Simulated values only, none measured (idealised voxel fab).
Module name: voxel wiring stack (process module)
This is section cut - it's 260 nm across, gridded in 5 nm square cells.
We lay out every cross-section as a grid of square cells and spell it out in bands from the top down, where one band means one or more rows of cells. For a band, the entry starts with two heights in nm, that of the top and then that of the bottom, and carries on with the band's materials in order from left to right, each alongside its width in nm; the word "edge to edge" beside a single material means it fills the band edge to edge, and "blank" means empty space. Height 0 is the level under which the wafer as received is all one material. The lowest band goes on downwards, as in "0 -> down". It should be noted that a width expressed as "30..40" varies in equal increments from row to row of cells within the band, taking the value of the first number at the top row and that of the second number at the bottom row. Where the words "remained unchanged" appear for a step, the cross-section shows no cell changed by that step; every cell remained as before. Basically, "Catalogued sealed voids" tells you about the enclosed voids: empty spaces with no open way to the top, 8 cells or bigger, each written width x height at distance, where distance is from the left edge, all in nm. On a step's line, text after the settings is the simulator commenting on that step. "overlay nm" on a masked step: distance the mask lay right of its planned place, negative for left.

# The following list gives the planned process steps
1) RECEIVE | material Si
2) CONFORMAL_DEP | material SiO2 | thk nm 10
3) CONFORMAL_DEP | material SiCN | thk nm 5
4) DIRECTIONAL_DEP | material SiO2 | thk nm 20
5) PATTERN | tone open | mask id METAL_1 | material resist | width nm 25 | pitch nm 40 | thk nm 15 | overlay nm 0
6) DIRECTIONAL_ETCH | etch materials SiO2 | depth nm 20
7) DIRECTIONAL_ETCH | etch materials SiCN | depth nm 5
8) STRIP | etch materials resist
9) CONFORMAL_DEP | material TiN | thk nm 5
10) FILL_DEP | material W | thk nm 10
11) CMP | height nm 35
12) CONFORMAL_DEP | material SiCN | thk nm 5
13) DIRECTIONAL_DEP | material SiO2 | thk nm 25
14) PATTERN | tone open | mask id METAL_2 | material resist | width nm 25 | pitch nm 40 | thk nm 20 | overlay nm 0
15) DIRECTIONAL_ETCH | etch materials SiO2 | depth nm 15
16) STRIP | etch materials resist
17) PATTERN | tone open | mask id METAL_2_HOLES | material resist | width nm 15 | pitch nm 80 | thk nm 20 | overlay nm 0
18) DIRECTIONAL_ETCH | etch materials SiO2 | depth nm 10
19) DIRECTIONAL_ETCH | etch materials SiCN | depth nm 5
20) STRIP | etch materials resist
21) CONFORMAL_DEP | material TiN | thk nm 5
22) FILL_DEP | material Cu | thk nm 10
23) CMP | height nm 65
24) CONFORMAL_DEP | material SiN | thk nm 5

# First out of two wafers; run went to plan

# Incoming wafer, cross-sectional view, post step 1
    0 -> down | Si edge to edge
    Catalogued sealed voids: none

# Upon completion of step 2, the wafer appears in cross-section as shown
    10 -> 0 | SiO2 edge to edge
    Nothing below the height 0 has changed.

# Upon completion of step 3, the wafer appears in cross-section as shown
    15 -> 10 | SiCN edge to edge
    Nothing below the height 10 has changed.

# Upon completion of step 4, the wafer appears in cross-section as shown
    35 -> 15 | SiO2 edge to edge
    Nothing below the height 15 has changed.

# Upon completion of step 5, the wafer appears in cross-section as shown
    50 -> 35 | 55 nm resist / 25 nm blank / 15 nm resist / 25 nm blank / 15 nm resist / 25 nm blank / 15 nm resist / 25 nm blank / 60 nm resist
    Nothing below the height 35 has changed.

# Upon completion of step 6, the wafer appears in cross-section as shown
    50 -> 35 | 55 nm resist / 25 nm blank / 15 nm resist / 25 nm blank / 15 nm resist / 25 nm blank / 15 nm resist / 25 nm blank / 60 nm resist
    35 -> 15 | 55 nm SiO2 / 25 nm blank / 15 nm SiO2 / 25 nm blank / 15 nm SiO2 / 25 nm blank / 15 nm SiO2 / 25 nm blank / 60 nm SiO2
    Nothing below the height 15 has changed.

# Upon completion of step 7, the wafer appears in cross-section as shown
    50 -> 35 | 55 nm resist / 25 nm blank / 15 nm resist / 25 nm blank / 15 nm resist / 25 nm blank / 15 nm resist / 25 nm blank / 60 nm resist
    35 -> 15 | 55 nm SiO2 / 25 nm blank / 15 nm SiO2 / 25 nm blank / 15 nm SiO2 / 25 nm blank / 15 nm SiO2 / 25 nm blank / 60 nm SiO2
    15 -> 10 | 55 nm SiCN / 25 nm blank / 15 nm SiCN / 25 nm blank / 15 nm SiCN / 25 nm blank / 15 nm SiCN / 25 nm blank / 60 nm SiCN
    Nothing below the height 10 has changed.

# Upon completion of step 8, the wafer appears in cross-section as shown
    35 -> 15 | 55 nm SiO2 / 25 nm blank / 15 nm SiO2 / 25 nm blank / 15 nm SiO2 / 25 nm blank / 15 nm SiO2 / 25 nm blank / 60 nm SiO2
    Nothing below the height 15 has changed.

# Upon completion of step 9, the wafer appears in cross-section as shown
    40 -> 35 | 60 nm TiN / 15 nm blank / 25 nm TiN / 15 nm blank / 25 nm TiN / 15 nm blank / 25 nm TiN / 15 nm blank / 65 nm TiN
    35 -> 15 | 55 nm SiO2 / 5 nm TiN / 15 nm blank / 5 nm TiN / 15 nm SiO2 / 5 nm TiN / 15 nm blank / 5 nm TiN / 15 nm SiO2 / 5 nm TiN / 15 nm blank / 5 nm TiN / 15 nm SiO2 / 5 nm TiN / 15 nm blank / 5 nm TiN / 60 nm SiO2
    15 -> 10 | 55 nm SiCN / 25 nm TiN / 15 nm SiCN / 25 nm TiN / 15 nm SiCN / 25 nm TiN / 15 nm SiCN / 25 nm TiN / 60 nm SiCN
    Nothing below the height 10 has changed.

# Upon completion of step 10, the wafer appears in cross-section as shown
    50 -> 40 | W edge to edge
    40 -> 35 | 60 nm TiN / 15 nm W / 25 nm TiN / 15 nm W / 25 nm TiN / 15 nm W / 25 nm TiN / 15 nm W / 65 nm TiN
    35 -> 15 | 55 nm SiO2 / 5 nm TiN / 15 nm W / 5 nm TiN / 15 nm SiO2 / 5 nm TiN / 15 nm W / 5 nm TiN / 15 nm SiO2 / 5 nm TiN / 15 nm W / 5 nm TiN / 15 nm SiO2 / 5 nm TiN / 15 nm W / 5 nm TiN / 60 nm SiO2
    Nothing below the height 15 has changed.

# Upon completion of step 11, the wafer appears in cross-section as shown
    35 -> 15 | 55 nm SiO2 / 5 nm TiN / 15 nm W / 5 nm TiN / 15 nm SiO2 / 5 nm TiN / 15 nm W / 5 nm TiN / 15 nm SiO2 / 5 nm TiN / 15 nm W / 5 nm TiN / 15 nm SiO2 / 5 nm TiN / 15 nm W / 5 nm TiN / 60 nm SiO2
    Nothing below the height 15 has changed.

# Upon completion of step 12, the wafer appears in cross-section as shown
    40 -> 35 | SiCN edge to edge
    Nothing below the height 35 has changed.

# Upon completion of step 13, the wafer appears in cross-section as shown
    65 -> 40 | SiO2 edge to edge
    Nothing below the height 40 has changed.

# Upon completion of step 14, the wafer appears in cross-section as shown
    85 -> 65 | 55 nm resist / 25 nm blank / 15 nm resist / 25 nm blank / 15 nm resist / 25 nm blank / 15 nm resist / 25 nm blank / 60 nm resist
    Nothing below the height 65 has changed.

# Upon completion of step 15, the wafer appears in cross-section as shown
    85 -> 65 | 55 nm resist / 25 nm blank / 15 nm resist / 25 nm blank / 15 nm resist / 25 nm blank / 15 nm resist / 25 nm blank / 60 nm resist
    65 -> 50 | 55 nm SiO2 / 25 nm blank / 15 nm SiO2 / 25 nm blank / 15 nm SiO2 / 25 nm blank / 15 nm SiO2 / 25 nm blank / 60 nm SiO2
    Nothing below the height 50 has changed.

# Upon completion of step 16, the wafer appears in cross-section as shown
    65 -> 50 | 55 nm SiO2 / 25 nm blank / 15 nm SiO2 / 25 nm blank / 15 nm SiO2 / 25 nm blank / 15 nm SiO2 / 25 nm blank / 60 nm SiO2
    Nothing below the height 50 has changed.

# Upon completion of step 17, the wafer appears in cross-section as shown
    85 -> 65 | 55 nm resist / 15 nm blank / 65 nm resist / 15 nm blank / 110 nm resist
    65 -> 50 | 55 nm SiO2 / 15 nm blank / 10 nm resist / 15 nm SiO2 / 25 nm resist / 15 nm SiO2 / 15 nm blank / 10 nm resist / 15 nm SiO2 / 25 nm resist / 60 nm SiO2
    Nothing below the height 50 has changed.

# Upon completion of step 18, the wafer appears in cross-section as shown
    85 -> 65 | 55 nm resist / 15 nm blank / 65 nm resist / 15 nm blank / 110 nm resist
    65 -> 50 | 55 nm SiO2 / 15 nm blank / 10 nm resist / 15 nm SiO2 / 25 nm resist / 15 nm SiO2 / 15 nm blank / 10 nm resist / 15 nm SiO2 / 25 nm resist / 60 nm SiO2
    50 -> 40 | 55 nm SiO2 / 15 nm blank / 65 nm SiO2 / 15 nm blank / 110 nm SiO2
    Nothing below the height 40 has changed.

# Upon completion of step 19, the wafer appears in cross-section as shown
    85 -> 65 | 55 nm resist / 15 nm blank / 65 nm resist / 15 nm blank / 110 nm resist
    65 -> 50 | 55 nm SiO2 / 15 nm blank / 10 nm resist / 15 nm SiO2 / 25 nm resist / 15 nm SiO2 / 15 nm blank / 10 nm resist / 15 nm SiO2 / 25 nm resist / 60 nm SiO2
    50 -> 40 | 55 nm SiO2 / 15 nm blank / 65 nm SiO2 / 15 nm blank / 110 nm SiO2
    40 -> 35 | 55 nm SiCN / 15 nm blank / 65 nm SiCN / 15 nm blank / 110 nm SiCN
    Nothing below the height 35 has changed.

# Upon completion of step 20, the wafer appears in cross-section as shown
    65 -> 50 | 55 nm SiO2 / 25 nm blank / 15 nm SiO2 / 25 nm blank / 15 nm SiO2 / 25 nm blank / 15 nm SiO2 / 25 nm blank / 60 nm SiO2
    Nothing below the height 50 has changed.

# Upon completion of step 21, the wafer appears in cross-section as shown
    70 -> 65 | 60 nm TiN / 15 nm blank / 25 nm TiN / 15 nm blank / 25 nm TiN / 15 nm blank / 25 nm TiN / 15 nm blank / 65 nm TiN
    65 -> 55 | 55 nm SiO2 / 5 nm TiN / 15 nm blank / 5 nm TiN / 15 nm SiO2 / 5 nm TiN / 15 nm blank / 5 nm TiN / 15 nm SiO2 / 5 nm TiN / 15 nm blank / 5 nm TiN / 15 nm SiO2 / 5 nm TiN / 15 nm blank / 5 nm TiN / 60 nm SiO2
    55 -> 50 | 55 nm SiO2 / 5 nm TiN / 5 nm blank / 15 nm TiN / 15 nm SiO2 / 25 nm TiN / 15 nm SiO2 / 5 nm TiN / 5 nm blank / 15 nm TiN / 15 nm SiO2 / 25 nm TiN / 60 nm SiO2
    50 -> 40 | 55 nm SiO2 / 5 nm TiN / 5 nm blank / 5 nm TiN / 65 nm SiO2 / 5 nm TiN / 5 nm blank / 5 nm TiN / 110 nm SiO2
    40 -> 35 | 55 nm SiCN / 15 nm TiN / 65 nm SiCN / 15 nm TiN / 110 nm SiCN
    Nothing below the height 35 has changed.

# Upon completion of step 22, the wafer appears in cross-section as shown
    80 -> 70 | Cu edge to edge
    70 -> 65 | 60 nm TiN / 15 nm Cu / 25 nm TiN / 15 nm Cu / 25 nm TiN / 15 nm Cu / 25 nm TiN / 15 nm Cu / 65 nm TiN
    65 -> 55 | 55 nm SiO2 / 5 nm TiN / 15 nm Cu / 5 nm TiN / 15 nm SiO2 / 5 nm TiN / 15 nm Cu / 5 nm TiN / 15 nm SiO2 / 5 nm TiN / 15 nm Cu / 5 nm TiN / 15 nm SiO2 / 5 nm TiN / 15 nm Cu / 5 nm TiN / 60 nm SiO2
    55 -> 50 | 55 nm SiO2 / 5 nm TiN / 5 nm Cu / 15 nm TiN / 15 nm SiO2 / 25 nm TiN / 15 nm SiO2 / 5 nm TiN / 5 nm Cu / 15 nm TiN / 15 nm SiO2 / 25 nm TiN / 60 nm SiO2
    50 -> 40 | 55 nm SiO2 / 5 nm TiN / 5 nm Cu / 5 nm TiN / 65 nm SiO2 / 5 nm TiN / 5 nm Cu / 5 nm TiN / 110 nm SiO2
    Nothing below the height 40 has changed.

# Upon completion of step 23, the wafer appears in cross-section as shown
    65 -> 55 | 55 nm SiO2 / 5 nm TiN / 15 nm Cu / 5 nm TiN / 15 nm SiO2 / 5 nm TiN / 15 nm Cu / 5 nm TiN / 15 nm SiO2 / 5 nm TiN / 15 nm Cu / 5 nm TiN / 15 nm SiO2 / 5 nm TiN / 15 nm Cu / 5 nm TiN / 60 nm SiO2
    Nothing below the height 55 has changed.

# Upon completion of step 24, the wafer appears in cross-section as shown
    70 -> 65 | SiN edge to edge
    Nothing below the height 65 has changed.

# Second wafer. Start and plan as for the first. One mistake made in running. Agrees with the first up to and including step 12

# Planned end of step 13: second wafer, cross-section
    90 -> 40 | SiO2 edge to edge
    Nothing below the height 40 has changed.

# Planned end of step 14: second wafer, cross-section
    110 -> 90 | 55 nm resist / 25 nm blank / 15 nm resist / 25 nm blank / 15 nm resist / 25 nm blank / 15 nm resist / 25 nm blank / 60 nm resist
    Nothing below the height 90 has changed.

# Planned end of step 15: second wafer, cross-section
    110 -> 90 | 55 nm resist / 25 nm blank / 15 nm resist / 25 nm blank / 15 nm resist / 25 nm blank / 15 nm resist / 25 nm blank / 60 nm resist
    90 -> 75 | 55 nm SiO2 / 25 nm blank / 15 nm SiO2 / 25 nm blank / 15 nm SiO2 / 25 nm blank / 15 nm SiO2 / 25 nm blank / 60 nm SiO2
    Nothing below the height 75 has changed.

# Planned end of step 16: second wafer, cross-section
    90 -> 75 | 55 nm SiO2 / 25 nm blank / 15 nm SiO2 / 25 nm blank / 15 nm SiO2 / 25 nm blank / 15 nm SiO2 / 25 nm blank / 60 nm SiO2
    Nothing below the height 75 has changed.

# Planned end of step 17: second wafer, cross-section
    110 -> 90 | 55 nm resist / 15 nm blank / 65 nm resist / 15 nm blank / 110 nm resist
    90 -> 75 | 55 nm SiO2 / 15 nm blank / 10 nm resist / 15 nm SiO2 / 25 nm resist / 15 nm SiO2 / 15 nm blank / 10 nm resist / 15 nm SiO2 / 25 nm resist / 60 nm SiO2
    Nothing below the height 75 has changed.

# Planned end of step 18: second wafer, cross-section
    110 -> 90 | 55 nm resist / 15 nm blank / 65 nm resist / 15 nm blank / 110 nm resist
    90 -> 75 | 55 nm SiO2 / 15 nm blank / 10 nm resist / 15 nm SiO2 / 25 nm resist / 15 nm SiO2 / 15 nm blank / 10 nm resist / 15 nm SiO2 / 25 nm resist / 60 nm SiO2
    75 -> 65 | 55 nm SiO2 / 15 nm blank / 65 nm SiO2 / 15 nm blank / 110 nm SiO2
    Nothing below the height 65 has changed.

Planned end of step 19: second wafer, cross-section: remained unchanged

# Planned end of step 20: second wafer, cross-section
    90 -> 75 | 55 nm SiO2 / 25 nm blank / 15 nm SiO2 / 25 nm blank / 15 nm SiO2 / 25 nm blank / 15 nm SiO2 / 25 nm blank / 60 nm SiO2
    Nothing below the height 75 has changed.

# Planned end of step 21: second wafer, cross-section
    95 -> 90 | 60 nm TiN / 15 nm blank / 25 nm TiN / 15 nm blank / 25 nm TiN / 15 nm blank / 25 nm TiN / 15 nm blank / 65 nm TiN
    90 -> 80 | 55 nm SiO2 / 5 nm TiN / 15 nm blank / 5 nm TiN / 15 nm SiO2 / 5 nm TiN / 15 nm blank / 5 nm TiN / 15 nm SiO2 / 5 nm TiN / 15 nm blank / 5 nm TiN / 15 nm SiO2 / 5 nm TiN / 15 nm blank / 5 nm TiN / 60 nm SiO2
    80 -> 75 | 55 nm SiO2 / 5 nm TiN / 5 nm blank / 15 nm TiN / 15 nm SiO2 / 25 nm TiN / 15 nm SiO2 / 5 nm TiN / 5 nm blank / 15 nm TiN / 15 nm SiO2 / 25 nm TiN / 60 nm SiO2
    75 -> 70 | 55 nm SiO2 / 5 nm TiN / 5 nm blank / 5 nm TiN / 65 nm SiO2 / 5 nm TiN / 5 nm blank / 5 nm TiN / 110 nm SiO2
    70 -> 65 | 55 nm SiO2 / 15 nm TiN / 65 nm SiO2 / 15 nm TiN / 110 nm SiO2
    Nothing below the height 65 has changed.

# Planned end of step 22: second wafer, cross-section
    105 -> 95 | Cu edge to edge
    95 -> 90 | 60 nm TiN / 15 nm Cu / 25 nm TiN / 15 nm Cu / 25 nm TiN / 15 nm Cu / 25 nm TiN / 15 nm Cu / 65 nm TiN
    90 -> 80 | 55 nm SiO2 / 5 nm TiN / 15 nm Cu / 5 nm TiN / 15 nm SiO2 / 5 nm TiN / 15 nm Cu / 5 nm TiN / 15 nm SiO2 / 5 nm TiN / 15 nm Cu / 5 nm TiN / 15 nm SiO2 / 5 nm TiN / 15 nm Cu / 5 nm TiN / 60 nm SiO2
    80 -> 75 | 55 nm SiO2 / 5 nm TiN / 5 nm Cu / 15 nm TiN / 15 nm SiO2 / 25 nm TiN / 15 nm SiO2 / 5 nm TiN / 5 nm Cu / 15 nm TiN / 15 nm SiO2 / 25 nm TiN / 60 nm SiO2
    75 -> 70 | 55 nm SiO2 / 5 nm TiN / 5 nm Cu / 5 nm TiN / 65 nm SiO2 / 5 nm TiN / 5 nm Cu / 5 nm TiN / 110 nm SiO2
    Nothing below the height 70 has changed.

# Planned end of step 23: second wafer, cross-section
    65 -> 40 | SiO2 edge to edge
    Nothing below the height 40 has changed.

# Planned end of step 24: second wafer, cross-section
    70 -> 65 | SiN edge to edge
    Nothing below the height 65 has changed.
Deviation noted in wafer processing: step 13 of the plan was performed twice
Upon completion, the second wafer contains, in terms of cells, a greater or smaller amount of certain materials than the first wafer: -30 Cu | +6 SiCN | +72 SiO2 | -48 TiN
